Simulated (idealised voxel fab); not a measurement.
The document below concerns the process module designated voxel gate over fins.
Each square cell in cross-section cut measures 5 nm, and the section as a whole is 265 nm wide.
Cross-section layout: square cells on a grid; listed as bands, top to bottom; a band spans one or more cell rows.
Read a band's entry like this: the first values are the height of its top and the height of its bottom in nm, and what follows is the sequence of materials from left to right, each with its width in nm. Note that "blank" is empty space, and that a single material marked "all across" reaches across the band from edge to edge.
Basically, 0 is our baseline, since under it the wafer straight out of the box is all one material. The bottom band has no lower end and keeps on going down, so it looks like "z 0 and below".
Width: "30..40" (first number = top row, second number = bottom row, same change from row to row of cells).
For the purposes of this document, the phrase "no change occurred" attached to a step denotes that no cell within the cross-section was modified by that step.
Empty spaces without an open route to the top, at least 8 cells in extent, make up the entry "Voids, enclosed"; each is given as width x height at distance, where the distance is measured from the left edge, and all are in nm.
Step line, after settings: the simulator's comment on this step.
A step's line can hold "overlay nm"; with a mask on that step, the setting says how far right of the planned place the mask lay, while a negative setting says it lay to the left.

Below is the list of planned process steps:
1: op RECEIVE | material Si
2: op CONFORMAL_DEP | material SiN | thk nm 5
3: op DIRECTIONAL_DEP | material aC | thk nm 15
4: op PATTERN | tone cover | mask id FINS | material resist | width nm 15 | pitch nm 40 | thk nm 35 | overlay nm -15
5: op DIRECTIONAL_ETCH | etch materials aC | depth nm 15
6: op STRIP | etch materials resist
7: op DIRECTIONAL_ETCH | etch materials SiN | depth nm 5
8: op DIRECTIONAL_ETCH | etch materials Si | depth nm 40
9: op STRIP | etch materials aC
10: op FILL_DEP | material SiO2 | thk nm 10
11: op CMP | height nm 5
12: op SELECTIVE_ETCH | etch materials SiO2 | depth nm 15
13: op STRIP | etch materials SiN
14: op CONFORMAL_DEP | material HfO2 | thk nm 5
15: op CONFORMAL_DEP | material TiN | thk nm 5
16: op FILL_DEP | material W | thk nm 15
17: op CMP | height nm 20
18: op CONFORMAL_DEP | material SiCN | thk nm 5
Don't read the plan's overlay nm for step 4 as applying to every wafer: that's the first wafer's value, and the wafers differ in it, though they all start identical.

Sectional view: first of several wafers, as received, after step 1:
> z 0 and below = Si all across
> Voids, enclosed: none

Cross-section after step 18, the final step of the module, for the first of several wafers:
> z 25 to 20 = SiCN all across
> z 20 to 10 = W all across
> z 10 to 5 = W 80 nm, TiN 35 nm, W 5 nm, TiN 35 nm, W 110 nm
> z 5 to 0 = W 80 nm, TiN 5 nm, HfO2 25 nm, TiN 5 nm, W 5 nm, TiN 5 nm, HfO2 25 nm, TiN 5 nm, W 110 nm
> z 0 to -5 = TiN 85 nm, HfO2 5 nm, Si 15 nm, HfO2 5 nm, TiN 15 nm, HfO2 5 nm, Si 15 nm, HfO2 5 nm, TiN 115 nm
> z -5 to -10 = HfO2 90 nm, Si 15 nm, HfO2 25 nm, Si 15 nm, HfO2 120 nm
> z -10 to -40 = SiO2 90 nm, Si 15 nm, SiO2 25 nm, Si 15 nm, SiO2 120 nm
> z -40 and below = Si all across
> Voids, enclosed: none

Wafer cross-section (last wafer, module end):
> z 25 to 20 = SiCN all across
> z 20 to 10 = W all across
> z 10 to 5 = W 110 nm, TiN 35 nm, W 5 nm, TiN 35 nm, W 80 nm
> z 5 to 0 = W 110 nm, TiN 5 nm, HfO2 25 nm, TiN 5 nm, W 5 nm, TiN 5 nm, HfO2 25 nm, TiN 5 nm, W 80 nm
> z 0 to -5 = TiN 115 nm, HfO2 5 nm, Si 15 nm, HfO2 5 nm, TiN 15 nm, HfO2 5 nm, Si 15 nm, HfO2 5 nm, TiN 85 nm
> z -5 to -10 = HfO2 120 nm, Si 15 nm, HfO2 25 nm, Si 15 nm, HfO2 90 nm
> z -10 to -40 = SiO2 120 nm, Si 15 nm, SiO2 25 nm, Si 15 nm, SiO2 90 nm
> z -40 and below = Si all across
> Voids, enclosed: none

The rows of the table below are wafers. Looking at the end of the module, a row counts, for every material, the cells the wafer has gained, shown as (+), or lost, shown as (-), since it was received; its closed voids come next:
overlay nm -15 | +61 HfO2 | -376 Si | +53 SiCN | +282 SiO2 | +61 TiN | +184 W | Voids, enclosed: none
overlay nm -10 | +61 HfO2 | -376 Si | +53 SiCN | +282 SiO2 | +61 TiN | +184 W | Voids, enclosed: none
overlay nm -5 | +61 HfO2 | -376 Si | +53 SiCN | +282 SiO2 | +61 TiN | +184 W | Voids, enclosed: none
overlay nm 0 | +61 HfO2 | -376 Si | +53 SiCN | +282 SiO2 | +61 TiN | +184 W | Voids, enclosed: none
overlay nm 5 | +61 HfO2 | -376 Si | +53 SiCN | +282 SiO2 | +61 TiN | +184 W | Voids, enclosed: none
overlay nm 10 | +61 HfO2 | -376 Si | +53 SiCN | +282 SiO2 | +61 TiN | +184 W | Voids, enclosed: none
overlay nm 15 | +61 HfO2 | -376 Si | +53 SiCN | +282 SiO2 | +61 TiN | +184 W | Voids, enclosed: none
